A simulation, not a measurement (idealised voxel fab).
Title: Process Module voxel air gaps
The cross-section shown here is cut; it is 300 nm wide and divided into square cells measuring 5 nm on a side.
Just so we're on the same page, the cross-sections are grids of square cells, and they're listed out in bands top to bottom, each band one or more rows deep. Within each band entry, the heights of the top and of the bottom of the band appear first, in that order and in nm; the materials of the band then follow from left to right, each with its corresponding width in nm. The designation "all across" on a single material indicates that it fills the band from edge to edge; the designation "air" indicates empty space. Height reference: 0 = level under which incoming wafer is all one material. Lowest band: no bottom, runs on downward, e.g. "z 0 and below". So if you see something like "30->40" for the width, read it as the top row of the band sitting at the first number and the bottom row at the second, with every row in between moving by the same amount as the last. "no alteration" means the step left every cell of the cross-section as it was. "Closed cavity list": empty spaces of 8 cells or more with no open way to the top, each given as width x height at distance, distance from the left edge, all in nm. On each step's line, the part that comes after the settings is the simulator's own comment on the step. Steps that use a mask can have "overlay nm" on their line. It says how far the mask sat to the right of where it was meant to be. Negative means to the left.
Process steps foreseen in the plan
1 RECEIVE [material Si]
2 CONFORMAL_DEP [material SiO2] [thk nm 10]
3 CONFORMAL_DEP [material SiN] [thk nm 5]
4 DIRECTIONAL_DEP [material lowk] [thk nm 40]
5 MASKED_ETCH [tone open] [mask id LINES] [width nm 15] [pitch nm 45] [etch materials lowk] [depth nm 40] [overlay nm -15]
6 CONFORMAL_DEP [material TiN] [thk nm 5]
7 FILL_DEP [material Ru] [thk nm 10]
8 CMP [height nm 55]
9 EPI [material Ru] [thk nm 10]
10 SELECTIVE_ETCH [etch materials lowk] [depth nm 50]
11 CONFORMAL_DEP [material SiN] [thk nm 5]
The plan shows the overlay nm of step 5 as the first wafer had it; this setting differs between the wafers, which start out alike.
The first of several wafers, as received after step 1, seen in section
    z 0 and below | Si all across
    Closed cavity list: none
Module finished, last step 11 done: cross-section of the first of several wafers
    z 70 to 65 | 65 nm air  135 nm SiN  100 nm air
    z 65 to 55 | 65 nm air  5 nm SiN  35 nm Ru  10 nm SiN  35 nm Ru  10 nm SiN  35 nm Ru  5 nm SiN  100 nm air
    z 55 to 50 | 65 nm air  15 nm SiN  5 nm TiN  5 nm Ru  5 nm TiN  30 nm SiN  5 nm TiN  5 nm Ru  5 nm TiN  30 nm SiN  5 nm TiN  5 nm Ru  5 nm TiN  15 nm SiN  100 nm air
    z 50 to 20 | 75 nm air  5 nm SiN  5 nm TiN  5 nm Ru  5 nm TiN  5 nm SiN  20 nm air  5 nm SiN  5 nm TiN  5 nm Ru  5 nm TiN  5 nm SiN  20 nm air  5 nm SiN  5 nm TiN  5 nm Ru  5 nm TiN  5 nm SiN  110 nm air
    z 20 to 15 | 80 nm SiN  15 nm TiN  30 nm SiN  15 nm TiN  30 nm SiN  15 nm TiN  115 nm SiN
    z 15 to 10 | SiN all across
    z 10 to 0 | SiO2 all across
    z 0 and below | Si all across
    Closed cavity list: 20 x 30 at 100; 20 x 30 at 145
Final wafer cross-section at module end
    z 70 to 65 | 95 nm air  135 nm SiN  70 nm air
    z 65 to 55 | 95 nm air  5 nm SiN  35 nm Ru  10 nm SiN  35 nm Ru  10 nm SiN  35 nm Ru  5 nm SiN  70 nm air
    z 55 to 50 | 95 nm air  15 nm SiN  5 nm TiN  5 nm Ru  5 nm TiN  30 nm SiN  5 nm TiN  5 nm Ru  5 nm TiN  30 nm SiN  5 nm TiN  5 nm Ru  5 nm TiN  15 nm SiN  70 nm air
    z 50 to 20 | 105 nm air  5 nm SiN  5 nm TiN  5 nm Ru  5 nm TiN  5 nm SiN  20 nm air  5 nm SiN  5 nm TiN  5 nm Ru  5 nm TiN  5 nm SiN  20 nm air  5 nm SiN  5 nm TiN  5 nm Ru  5 nm TiN  5 nm SiN  80 nm air
    z 20 to 15 | 110 nm SiN  15 nm TiN  30 nm SiN  15 nm TiN  30 nm SiN  15 nm TiN  85 nm SiN
    z 15 to 10 | SiN all across
    z 10 to 0 | SiO2 all across
    z 0 and below | Si all across
    Closed cavity list: 20 x 30 at 130; 20 x 30 at 175
Where each wafer stands at the end of the module, a row apiece: cells of each material gained (+) or lost (-) since it was received, then closed voids
overlay nm -15 | +63 Ru | +204 SiN | +120 SiO2 | +51 TiN | Closed cavity list: 20 x 30 at 100; 20 x 30 at 145
overlay nm -10 | +63 Ru | +204 SiN | +120 SiO2 | +51 TiN | Closed cavity list: 20 x 30 at 105; 20 x 30 at 150
overlay nm -5 | +63 Ru | +204 SiN | +120 SiO2 | +51 TiN | Closed cavity list: 20 x 30 at 110; 20 x 30 at 155
overlay nm 0 | +63 Ru | +204 SiN | +120 SiO2 | +51 TiN | Closed cavity list: 20 x 30 at 115; 20 x 30 at 160
overlay nm 5 | +63 Ru | +204 SiN | +120 SiO2 | +51 TiN | Closed cavity list: 20 x 30 at 120; 20 x 30 at 165
overlay nm 10 | +63 Ru | +204 SiN | +120 SiO2 | +51 TiN | Closed cavity list: 20 x 30 at 125; 20 x 30 at 170
overlay nm 15 | +63 Ru | +204 SiN | +120 SiO2 | +51 TiN | Closed cavity list: 20 x 30 at 130; 20 x 30 at 175
